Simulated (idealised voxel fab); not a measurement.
voxel lift off: a process module
Cross-section cut spans 140 nm and uses square cells 5 nm in size.
When this document writes out a cross-section, it uses a grid of square cells and lists it as bands, beginning at the top and moving down, with a band standing for one or more rows of cells. Each band's line starts with the height of the band's top and of its bottom, in nm. Then come its materials from left to right, each with its width in nm. One material with "everywhere" fills the band from edge to edge. "air" is empty space. A quick word on heights: they are counted from 0, and under that level the wafer as it came to us is one material throughout. The lowest band is different from the rest in having no bottom; it simply continues downward, written as in "from 0 down". Width: "30->40" (first number = top row, second number = bottom row, same change from row to row of cells). "no alteration" for a step: no cell of the cross-section changed in that step. So "Internal closed voids" is basically the list of trapped voids: any empty space of 8 cells or more that can't reach the top through an opening. They're written width x height at distance, the distance being from the left edge, and it's all nm. That trailing text on a step's line, after the settings, is the simulator's own remark on the step. overlay nm: mask right of planned place by this much (step with mask). Neg. = left.

-- Planned process steps
1,RECEIVE with material Si
2,CONFORMAL_DEP with material Al2O3, thk nm 10
3,PATTERN with tone open, mask id LINES, material resist, width nm 15, pitch nm 40, thk nm 20, overlay nm 0
4,DIRECTIONAL_DEP with material Ru, thk nm 10
5,STRIP with etch materials resist
6,CONFORMAL_DEP with material SiO2, thk nm 10
Where the wafers of this document differ is in the width nm of step 3; they start out the same, and the plan states the value that applied to the first wafer.

-- Cross-section of the first of several wafers as received (after step 1)
> from 0 down | Si everywhere
> Internal closed voids: none

-- The following table contains a row per wafer, in which are reported, at the conclusion of the module, the cells of each material gained (+) or lost (-) since the wafer's receipt, with its closed voids given thereafter
width nm 15 | +56 Al2O3 | +18 Ru | +80 SiO2 | Internal closed voids: none
width nm 20 | +56 Al2O3 | +24 Ru | +80 SiO2 | Internal closed voids: none
width nm 25 | +56 Al2O3 | +30 Ru | +76 SiO2 | Internal closed voids: none
